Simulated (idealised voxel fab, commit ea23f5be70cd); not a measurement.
This section sets out a process module, namely voxel self aligned vias.
The cross-section on display is named cut; it measures 255 nm wide, and its cells are 5 nm squares.
A cross-section in this document is a grid of square cells, and it is written down as bands, the top band listed before the ones below it; a band is made up of one or more rows of cells. Band: top and bottom heights (nm) first, top before bottom; then materials from left to right, widths in nm. "full width" marks a sole material filling the band edge to edge. "blank" denotes empty space. Heights are measured from 0, the level below which the as-received wafer is all one material; the lowest band has no bottom and continues downward, written as in "z 0 and below". The two numbers in a width such as "30->40" mark its ends across the band: the first belongs to the top row of cells, the second to the bottom row, and from each row to the next the width moves by the same amount. "nothing different" -> step changed no cross-section cell. Reported under the label "Enclosed cavity list" are the empty spaces having no open way to the top and comprising 8 cells or more; the notation for each is width x height at distance, in which the distance is measured from the left edge and all three values are in nm. Text after the settings on a step's line: the simulator's own remark on that step. The "overlay nm" setting may appear on a step's line; for a step that uses a mask, it gives how far to the right of its planned position the mask lay, and a negative value indicates the left.
# Process steps foreseen in the plan
1. RECEIVE,material Si
2. CONFORMAL_DEP,material SiO2,thk nm 10
3. CONFORMAL_DEP,material SiCN,thk nm 5
4. DIRECTIONAL_DEP,material SiO2,thk nm 25
5. MASKED_ETCH,tone open,mask id LINES,width nm 25,pitch nm 60,etch materials SiO2,depth nm 25,overlay nm 0
6. CONFORMAL_DEP,material TiN,thk nm 5
7. FILL_DEP,material W,thk nm 5
8. CMP,height nm 40
9. SELECTIVE_ETCH,etch materials W Ru TiN,depth nm 10
10. FILL_DEP,material SiN,thk nm 10
11. CMP,height nm 40
12. DIRECTIONAL_DEP,material SiO2,thk nm 20
13. MASKED_ETCH,tone open,mask id VIAS,width nm 45,pitch nm 120,etch materials SiO2,depth nm 20,overlay nm 0
14. MASKED_ETCH,tone open,mask id VIAS,width nm 45,pitch nm 120,etch materials SiN,depth nm 10,overlay nm -15
15. CONFORMAL_DEP,material TiN,thk nm 5
16. FILL_DEP,material Cu,thk nm 5
17. CMP,height nm 60
18. CONFORMAL_DEP,material SiCN,thk nm 5
Among the wafers covered here, the point of difference is the overlay nm at step 14; their starting state is shared, and the plan presents the value of the first wafer.
# After step 1, as received: first of several wafers, cross-section
z 0 and below = Si full width
Enclosed cavity list: none
# first wafer at the end, after step 18
z 65 to 60 = SiCN full width
z 60 to 45 = 45 SiO2 / 5 TiN / 35 Cu / 5 TiN / 75 SiO2 / 5 TiN / 35 Cu / 5 TiN / 45 SiO2
z 45 to 40 = 45 SiO2 / 15 TiN / 10 Cu / 20 TiN / 75 SiO2 / 15 TiN / 10 Cu / 20 TiN / 45 SiO2
z 40 to 35 = 55 SiO2 / 5 TiN / 10 Cu / 5 TiN / 5 SiN / 35 SiO2 / 25 SiN / 35 SiO2 / 5 TiN / 10 Cu / 5 TiN / 5 SiN / 55 SiO2
z 35 to 30 = 55 SiO2 / 20 TiN / 5 SiN / 35 SiO2 / 25 SiN / 35 SiO2 / 20 TiN / 5 SiN / 55 SiO2
z 30 to 20 = 55 SiO2 / 5 TiN / 15 W / 5 TiN / 35 SiO2 / 5 TiN / 15 W / 5 TiN / 35 SiO2 / 5 TiN / 15 W / 5 TiN / 55 SiO2
z 20 to 15 = 55 SiO2 / 25 TiN / 35 SiO2 / 25 TiN / 35 SiO2 / 25 TiN / 55 SiO2
z 15 to 10 = SiCN full width
z 10 to 0 = SiO2 full width
z 0 and below = Si full width
Enclosed cavity list: none
# End of module: cross-section, last of several wafers
z 65 to 60 = SiCN full width
z 60 to 45 = 45 SiO2 / 5 TiN / 35 Cu / 5 TiN / 75 SiO2 / 5 TiN / 35 Cu / 5 TiN / 45 SiO2
z 45 to 40 = 45 SiO2 / 20 TiN / 10 Cu / 15 TiN / 75 SiO2 / 20 TiN / 10 Cu / 15 TiN / 45 SiO2
z 40 to 35 = 55 SiO2 / 5 SiN / 5 TiN / 10 Cu / 5 TiN / 35 SiO2 / 25 SiN / 35 SiO2 / 5 SiN / 5 TiN / 10 Cu / 5 TiN / 55 SiO2
z 35 to 30 = 55 SiO2 / 5 SiN / 20 TiN / 35 SiO2 / 25 SiN / 35 SiO2 / 5 SiN / 20 TiN / 55 SiO2
z 30 to 20 = 55 SiO2 / 5 TiN / 15 W / 5 TiN / 35 SiO2 / 5 TiN / 15 W / 5 TiN / 35 SiO2 / 5 TiN / 15 W / 5 TiN / 55 SiO2
z 20 to 15 = 55 SiO2 / 25 TiN / 35 SiO2 / 25 TiN / 35 SiO2 / 25 TiN / 55 SiO2
z 15 to 10 = SiCN full width
z 10 to 0 = SiO2 full width
z 0 and below = Si full width
Enclosed cavity list: none
# End of module, by wafer: material-by-material cell gain (+) or loss (-) since receipt, then closed voids
overlay nm -15 | +50 Cu | +102 SiCN | +14 SiN | +414 SiO2 | +65 TiN | +18 W | Enclosed cavity list: none
overlay nm -10 | +54 Cu | +102 SiCN | +10 SiN | +414 SiO2 | +65 TiN | +18 W | Enclosed cavity list: none
overlay nm -5 | +54 Cu | +102 SiCN | +10 SiN | +414 SiO2 | +65 TiN | +18 W | Enclosed cavity list: none
overlay nm 0 | +54 Cu | +102 SiCN | +10 SiN | +414 SiO2 | +65 TiN | +18 W | Enclosed cavity list: none
overlay nm 5 | +54 Cu | +102 SiCN | +10 SiN | +414 SiO2 | +65 TiN | +18 W | Enclosed cavity list: none
overlay nm 10 | +54 Cu | +102 SiCN | +10 SiN | +414 SiO2 | +65 TiN | +18 W | Enclosed cavity list: none
overlay nm 15 | +50 Cu | +102 SiCN | +14 SiN | +414 SiO2 | +65 TiN | +18 W | Enclosed cavity list: none
